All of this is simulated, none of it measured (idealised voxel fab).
Process module under the name voxel ribs on slabs
It is cross-section cut that appears here, measuring 250 nm in width, its square cells being 5 nm in size.
A cross-section is written here as square cells arranged in a grid, and it is given in bands from the top down, each band taking up one or more rows of cells. It is stipulated that each band's entry specify, in nanometres, the height of the top of the band and then that of its bottom, followed by the materials of the band in left-to-right sequence, each together with its width in nanometres. A single material marked by the word "all across" is understood to fill the band from edge to edge; the word "air" is understood to denote empty space. Height reference: 0 = level under which incoming wafer is all one material. Lowest band: no bottom, runs on downward, e.g. "z 0 and below". Read "30->40" as a graded width: first number on top, second number at the bottom, same change between each pair of neighbouring rows. Given "nothing was modified" for a step, no cell of the cross-section differs between before and after that step. Under "Trapped cavities" you'll find the enclosed gaps, the ones with no way out to the top, that are 8 cells or bigger; each reads width x height at distance, with distance counted from the left edge, everything in nm. What comes after the settings on a step's line is commentary from the simulator itself on that step. The setting "overlay nm" may be written on the line of a step. When the step uses a mask, the value reports how far to the right of the planned place the mask lay, and a negative value reports that it lay to the left.
[Steps in the process plan]
1,RECEIVE,material Si
2,DIRECTIONAL_DEP,material SiO2,thk nm 30
3,DIRECTIONAL_DEP,material SiN,thk nm 15
4,PATTERN,tone cover,mask id RIB,material resist,width nm 25,thk nm 15,overlay nm 0
5,DIRECTIONAL_ETCH,etch materials SiN,depth nm 5
6,STRIP,etch materials resist
7,MASKED_ETCH,tone cover,mask id SLAB,width nm 75,etch materials SiN,depth nm 10,overlay nm 0
8,FILL_DEP,material SiO2,thk nm 25
9,CMP,height nm 60
10,DIRECTIONAL_DEP,material TiN,thk nm 10
11,DIRECTIONAL_DEP,material aC,thk nm 10
12,PATTERN,tone cover,mask id HEATER,material resist,width nm 35,thk nm 30,overlay nm 0
13,DIRECTIONAL_ETCH,etch materials aC,depth nm 10
14,STRIP,etch materials resist
15,DIRECTIONAL_ETCH,etch materials TiN,depth nm 10
16,STRIP,etch materials aC
17,CONFORMAL_DEP,material SiN,thk nm 5
[As-received state of the wafer in cross-section, equivalent to post-step 1]
* z 0 and below: Si all across
* Trapped cavities: none
[The cross-section shown corresponds to the wafer at the conclusion of the module. The initial structure and the process plan are those presented above; however, one mistake occurred in executing the plan]
* z 75 to 70: air: 100; SiN: 45; air: 105
* z 70 to 65: air: 100; SiN: 5; TiN: 35; SiN: 5; air: 105
* z 65 to 60: SiN: 105; TiN: 35; SiN: 110
* z 60 to 50: SiO2 all across
* z 50 to 45: SiO2: 110; SiN: 25; SiO2: 115
* z 45 to 35: SiO2: 85; SiN: 75; SiO2: 90
* z 35 to 0: SiO2 all across
* z 0 and below: Si all across
* Trapped cavities: none
Misprocessing identified: step 2 went in with a setting other than planned; the actual run was DIRECTIONAL_DEP,material SiO2,thk nm 35
